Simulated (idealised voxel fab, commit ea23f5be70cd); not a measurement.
The process module that follows is named voxel double patterning.
Square cells of 5 nm make up the cross-section cut, whose width is 265 nm.
Notation: cross-section as square-cell grid; stated in bands, top first, going down; one or more cell rows per band. Read a band's entry like this: the first values are the height of its top and the height of its bottom in nm, and what follows is the sequence of materials from left to right, each with its width in nm. Note that "blank" is empty space, and that a single material marked "full width" reaches across the band from edge to edge. Height reference: 0 = level under which incoming wafer is all one material. Lowest band: no bottom, runs on downward, e.g. "0 and below". Width "30..40": first value at the band's top row of cells, second value at its bottom row, equal change from row to row. The designation "nothing different", where it is given for a processing step, indicates that no cell of the cross-section was altered in the course of that step. Entry "Enclosed cavities" = empty spaces >= 8 cells with no open way to the top; each as width x height at distance, distance from left edge, all nm. Heads up: the bit after the settings on a step's line is the simulator's remark on that step. A step line may carry the setting "overlay nm", which, for steps involving a mask, states the distance by which the mask lay to the right of its intended position; negative values denote displacement to the left. Each pair below shows a cross-section before one step and the cross-section after it, down to the lowest band that changed. The line under each pair gives the step between them, with its settings. The pairs can come from different runs of this module on the same starting wafer, so a pair continues from the pair above only where its "Pre-step" says so.
### Pre-step
40 down to 35 = aC 80; blank 15; aC 5; blank 15; aC 15; blank 15; aC 5; blank 15; aC 15; blank 15; aC 70
35 down to 30 = aC 100; blank 15; aC 35; blank 15; aC 100
30 down to 25 = SiN 80; aC 15; SiN 5; blank 15; SiN 15; aC 15; SiN 5; blank 15; SiN 15; aC 15; SiN 70
25 down to 5 = polySi full width
5 down to 0 = SiO2 full width
0 and below = Si full width
Enclosed cavities: none
### Cut View, Post-Step
30 down to 25 = SiN 80; blank 15; SiN 5; blank 15; SiN 15; blank 15; SiN 5; blank 15; SiN 15; blank 15; SiN 70
Unchanged below 25.
Enclosed cavities: none
Formally, the process step situated between the two cross-sections above is op STRIP | etch materials aC
Pre-step: carried over from the after image of the pair right above.
### Cut View, Post-Step
30 down to 25 = SiN 80; blank 15; SiN 5; blank 15; SiN 15; blank 15; SiN 5; blank 15; SiN 15; blank 15; SiN 70
25 down to 5 = polySi 80; blank 15; polySi 5; blank 15; polySi 15; blank 15; polySi 5; blank 15; polySi 15; blank 15; polySi 70
Unchanged below 5.
Enclosed cavities: none
Formally, the process step situated between the two cross-sections above is op DIRECTIONAL_ETCH | etch materials polySi | depth nm 20
Pre-step: carried over from the after image of the pair right above.
### Cut View, Post-Step
25 down to 5 = polySi 80; blank 15; polySi 5; blank 15; polySi 15; blank 15; polySi 5; blank 15; polySi 15; blank 15; polySi 70
Unchanged below 5.
Enclosed cavities: none
Formally, the process step situated between the two cross-sections above is op STRIP | etch materials SiN
### Pre-step
5 down to 0 = SiO2 full width
0 and below = Si full width
Enclosed cavities: none
### Cut View, Post-Step
25 down to 0 = SiO2 full width
Unchanged below 0.
Enclosed cavities: none
Formally, the process step situated between the two cross-sections above is op DIRECTIONAL_DEP | material SiO2 | thk nm 20
Pre-step: carried over from the after image of the pair right above.
### Cut View, Post-Step
30 down to 25 = SiN full width
Unchanged below 25.
Enclosed cavities: none
Formally, the process step situated between the two cross-sections above is op DIRECTIONAL_DEP | material SiN | thk nm 5
Pre-step: carried over from the after image of the pair right above.
### Cut View, Post-Step
45 down to 30 = resist 75; blank 15; resist 35; blank 15; resist 35; blank 15; resist 75
Unchanged below 30.
Enclosed cavities: none
Formally, the process step situated between the two cross-sections above is op PATTERN | tone open | mask id FIRST | material resist | width nm 15 | pitch nm 50 | thk nm 15 | overlay nm 0
Pre-step: carried over from the after image of the pair right above.
### Cut View, Post-Step
45 down to 30 = resist 75; blank 15; resist 35; blank 15; resist 35; blank 15; resist 75
30 down to 25 = SiN 75; blank 15; SiN 35; blank 15; SiN 35; blank 15; SiN 75
Unchanged below 25.
Enclosed cavities: none
Formally, the process step situated between the two cross-sections above is op DIRECTIONAL_ETCH | etch materials SiN | depth nm 5
Pre-step: carried over from the after image of the pair right above.
### Cut View, Post-Step
30 down to 25 = SiN 75; blank 15; SiN 35; blank 15; SiN 35; blank 15; SiN 75
Unchanged below 25.
Enclosed cavities: none
Formally, the process step situated between the two cross-sections above is op STRIP | etch materials resist
Pre-step: carried over from the after image of the pair right above.
### Cut View, Post-Step
40 down to 35 = aC 75; blank 15; aC 35; blank 15; aC 35; blank 15; aC 75
35 down to 30 = aC full width
30 down to 25 = SiN 75; aC 15; SiN 35; aC 15; SiN 35; aC 15; SiN 75
Unchanged below 25.
Enclosed cavities: none
Formally, the process step situated between the two cross-sections above is op DIRECTIONAL_DEP | material aC | thk nm 10
Pre-step: carried over from the after image of the pair right above.
### Cut View, Post-Step
70 down to 40 = resist 100; blank 15; resist 35; blank 15; resist 100
40 down to 35 = aC 75; resist 15; aC 35; resist 15; aC 35; resist 15; aC 75
Unchanged below 35.
Enclosed cavities: none
Formally, the process step situated between the two cross-sections above is op PATTERN | tone open | mask id SECOND | material resist | width nm 15 | pitch nm 50 | thk nm 30 | overlay nm 0
Pre-step: carried over from the after image of the pair right above.
### Cut View, Post-Step
60 down to 40 = resist 100; blank 15; resist 35; blank 15; resist 100
40 down to 35 = aC 75; resist 15; aC 10; blank 15; aC 10; resist 15; aC 10; blank 15; aC 10; resist 15; aC 75
35 down to 30 = aC 100; blank 15; aC 35; blank 15; aC 100
Unchanged below 30.
Enclosed cavities: none
Formally, the process step situated between the two cross-sections above is op DIRECTIONAL_ETCH | etch materials aC | depth nm 10
Pre-step: carried over from the after image of the pair right above.
### Cut View, Post-Step
40 down to 35 = aC 75; blank 15; aC 10; blank 15; aC 10; blank 15; aC 10; blank 15; aC 10; blank 15; aC 75
Unchanged below 35.
Enclosed cavities: none
Formally, the process step situated between the two cross-sections above is op STRIP | etch materials resist
Pre-step: carried over from the after image of the pair right above.
### Cut View, Post-Step
40 down to 35 = aC 75; blank 15; aC 10; blank 15; aC 10; blank 15; aC 10; blank 15; aC 10; blank 15; aC 75
35 down to 30 = aC 100; blank 15; aC 35; blank 15; aC 100
30 down to 25 = SiN 75; aC 15; SiN 10; blank 15; SiN 10; aC 15; SiN 10; blank 15; SiN 10; aC 15; SiN 75
Unchanged below 25.
Enclosed cavities: none
Formally, the process step situated between the two cross-sections above is op DIRECTIONAL_ETCH | etch materials SiN | depth nm 5
Pre-step: carried over from the after image of the pair right above.
### Cut View, Post-Step
30 down to 25 = SiN 75; blank 15; SiN 10; blank 15; SiN 10; blank 15; SiN 10; blank 15; SiN 10; blank 15; SiN 75
Unchanged below 25.
Enclosed cavities: none
Formally, the process step situated between the two cross-sections above is op STRIP | etch materials aC
Pre-step: carried over from the after image of the pair right above.
### Cut View, Post-Step
25 down to 0 = SiO2 full width
Unchanged below 0.
Enclosed cavities: none
Formally, the process step situated between the two cross-sections above is op STRIP | etch materials SiN
### Pre-step
40 down to 35 = aC 75; blank 15; aC 35; blank 15; aC 35; blank 15; aC 75
35 down to 30 = aC full width
30 down to 25 = SiN 75; aC 15; SiN 35; aC 15; SiN 35; aC 15; SiN 75
25 down to 5 = polySi full width
5 down to 0 = SiO2 full width
0 and below = Si full width
Enclosed cavities: none
### Cut View, Post-Step
70 down to 40 = blank 100; resist 15; blank 35; resist 15; blank 100
Unchanged below 40.
Enclosed cavities: none
Formally, the process step situated between the two cross-sections above is op PATTERN | tone cover | mask id SECOND | material resist | width nm 15 | pitch nm 50 | thk nm 30 | overlay nm 0
Pre-step: carried over from the after image of the pair right above.
### Cut View, Post-Step
60 down to 40 = blank 100; resist 15; blank 35; resist 15; blank 100
40 down to 30 = blank 100; aC 15; blank 35; aC 15; blank 100
30 down to 25 = SiN 75; blank 15; SiN 35; blank 15; SiN 35; blank 15; SiN 75
Unchanged below 25.
Enclosed cavities: none
Formally, the process step situated between the two cross-sections above is op DIRECTIONAL_ETCH | etch materials aC | depth nm 10
Pre-step: carried over from the after image of the pair right above.
### Cut View, Post-Step
40 down to 30 = blank 100; aC 15; blank 35; aC 15; blank 100
Unchanged below 30.
Enclosed cavities: none
Formally, the process step situated between the two cross-sections above is op STRIP | etch materials resist
Pre-step: carried over from the after image of the pair right above.
### Cut View, Post-Step
40 down to 30 = blank 100; aC 15; blank 35; aC 15; blank 100
30 down to 25 = blank 100; SiN 15; blank 35; SiN 15; blank 100
Unchanged below 25.
Enclosed cavities: none
Formally, the process step situated between the two cross-sections above is op DIRECTIONAL_ETCH | etch materials SiN | depth nm 5
Pre-step: carried over from the after image of the pair right above.
### Cut View, Post-Step
30 down to 25 = blank 100; SiN 15; blank 35; SiN 15; blank 100
Unchanged below 25.
Enclosed cavities: none
Formally, the process step situated between the two cross-sections above is op STRIP | etch materials aC
Pre-step: carried over from the after image of the pair right above.
### Cut View, Post-Step
30 down to 25 = blank 100; SiN 15; blank 35; SiN 15; blank 100
25 down to 5 = blank 100; polySi 15; blank 35; polySi 15; blank 100
Unchanged below 5.
Enclosed cavities: none
Formally, the process step situated between the two cross-sections above is op DIRECTIONAL_ETCH | etch materials polySi | depth nm 20
Pre-step: carried over from the after image of the pair right above.
### Cut View, Post-Step
25 down to 5 = blank 100; polySi 15; blank 35; polySi 15; blank 100
Unchanged below 5.
Enclosed cavities: none
Formally, the process step situated between the two cross-sections above is op STRIP | etch materials SiN
